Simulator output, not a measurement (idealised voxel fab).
This section sets out a process module, namely voxel transistor to metal.
For reference, the cross-section in this document is cut, with width 190 nm and square cells of 5 nm.
Cross-sections here: square-cell grids, written as top-down lists of bands, a band being one or more rows of cells. This entry defines a band. It first specifies the height of the band's top and the height of its bottom in nm, and then specifies the band's materials from left to right, stating each material with its width in nm. The word "all across" identifies a single material that fills the band from edge to edge, while the word "blank" identifies empty space. Height datum 0, below which the as-received substrate wafer is one material. Lowest band open at the bottom, running downward: "0 down". Note: "30..40" means the width goes from the first number (top row of the band) to the second number (bottom row) in equal steps per row of cells. For the purposes of this document, the phrase "no change" attached to a step denotes that no cell within the cross-section was modified by that step. "Fully sealed voids": empty spaces of 8 cells or more with no open way to the top, each given as width x height at distance, distance from the left edge, all in nm. It should be noted that, on the line of a given step, the content following the step's settings is a remark produced by the simulator itself with respect to that step. On any step carrying a mask, the "overlay nm" setting, if present on the step's line, tells how far right of its planned place the mask lay; negative values point to the left.

Intended process steps
step 1: RECEIVE [material Si]
step 2: OXIDIZE [depth nm 5]
step 3: CONFORMAL_DEP [material SiN] [thk nm 15]
step 4: MASKED_ETCH [tone cover] [mask id ACTIVE] [width nm 100] [etch materials SiN] [depth nm 15] [overlay nm 0]
step 5: MASKED_ETCH [tone cover] [mask id ACTIVE] [width nm 100] [etch materials SiO2] [depth nm 5] [overlay nm 0]
step 6: MASKED_ETCH [tone cover] [mask id ACTIVE] [width nm 100] [etch materials Si] [depth nm 30] [overlay nm 0]
step 7: FILL_DEP [material SiO2] [thk nm 15]
step 8: CMP [height nm 15]
step 9: SELECTIVE_ETCH [etch materials SiO2] [depth nm 5]
step 10: STRIP [etch materials SiN]
step 11: SELECTIVE_ETCH [etch materials SiO2] [depth nm 5]
step 12: OXIDIZE [depth nm 5]
step 13: DIRECTIONAL_DEP [material polySi] [thk nm 25]
step 14: DIRECTIONAL_DEP [material SiCN] [thk nm 15]
step 15: MASKED_ETCH [tone cover] [mask id GATE] [width nm 20] [etch materials SiCN] [depth nm 25] [overlay nm 0]
step 16: MASKED_ETCH [tone cover] [mask id GATE] [width nm 20] [etch materials polySi] [depth nm 35] [overlay nm 0]
step 17: CONFORMAL_DEP [material SiN] [thk nm 10]
step 18: DIRECTIONAL_ETCH [etch materials SiN] [depth nm 10]
step 19: DIRECTIONAL_ETCH [etch materials SiO2] [depth nm 5]
step 20: DIRECTIONAL_ETCH [etch materials Si] [depth nm 5]
step 21: EPI [material nSi] [thk nm 5]
step 22: FILL_DEP [material SiO2] [thk nm 5]
step 23: CMP [height nm 35]
step 24: DIRECTIONAL_DEP [material SiO2] [thk nm 15]
step 25: MASKED_ETCH [tone open] [mask id CONTACT] [width nm 20] [pitch nm 70] [etch materials SiO2] [depth nm 60] [overlay nm 0]
step 26: CONFORMAL_DEP [material TiN] [thk nm 5]
step 27: FILL_DEP [material Ru] [thk nm 10]
step 28: CMP [height nm 50]
step 29: DIRECTIONAL_DEP [material TiN] [thk nm 5]
step 30: DIRECTIONAL_DEP [material Ru] [thk nm 15]
step 31: PATTERN [tone cover] [mask id METAL_1] [material resist] [width nm 20] [pitch nm 70] [thk nm 20] [overlay nm 0]
step 32: DIRECTIONAL_ETCH [etch materials Ru] [depth nm 15]
step 33: DIRECTIONAL_ETCH [etch materials TiN] [depth nm 5]
step 34: STRIP [etch materials resist]
step 35: CONFORMAL_DEP [material SiN] [thk nm 5]
step 36: FILL_DEP [material SiO2] [thk nm 5]
step 37: CMP [height nm 70]
step 38: CONFORMAL_DEP [material SiCN] [thk nm 5]

So this is the incoming wafer in cross-section - it's already been through step 1
0 down | Si all across
Fully sealed voids: none

Cross-section, end of module. Start: as above. Plan: as above. Execution: one mistake
75 to 70 | SiCN all across
70 to 55 | 45 SiO2, 5 SiN, 20 Ru, 5 SiN, 40 SiO2, 5 SiN, 20 Ru, 5 SiN, 45 SiO2
55 to 50 | 50 SiN, 20 TiN, 50 SiN, 20 TiN, 50 SiN
50 to 35 | 45 SiO2, 5 TiN, 20 Ru, 5 TiN, 40 SiO2, 5 TiN, 20 Ru, 5 TiN, 45 SiO2
35 to 20 | 45 SiO2, 5 TiN, 20 Ru, 5 TiN, 10 SiN, 20 SiCN, 10 SiN, 5 TiN, 20 Ru, 5 TiN, 45 SiO2
20 to 10 | 45 SiO2, 5 TiN, 20 Ru, 5 TiN, 10 SiN, 20 polySi, 10 SiN, 5 TiN, 20 Ru, 5 TiN, 45 SiO2
10 to 5 | 45 SiO2, 10 TiN, 15 Ru, 5 TiN, 10 SiN, 20 polySi, 10 SiN, 5 TiN, 15 Ru, 10 TiN, 45 SiO2
5 to -5 | 40 SiO2, 10 SiN, 5..10 TiN, 15..5 Ru, 5..10 TiN, 10 SiN, 20 polySi, 10 SiN, 5..10 TiN, 15..5 Ru, 5..10 TiN, 10 SiN, 40 SiO2
-5 to -10 | 50 SiO2, 5 nSi, 15 TiN, 5 nSi, 40 SiO2, 5 nSi, 15 TiN, 5 nSi, 50 SiO2
-10 to -15 | 45 SiO2, 5 Si, 25 nSi, 40 Si, 25 nSi, 5 Si, 45 SiO2
-15 to -35 | 45 SiO2, 100 Si, 45 SiO2
-35 down | Si all across
Fully sealed voids: none
Error vs. plan: step 25 ran as: MASKED_ETCH [tone open] [mask id CONTACT] [width nm 30] [pitch nm 70] [etch materials SiO2] [depth nm 60] [overlay nm 0]
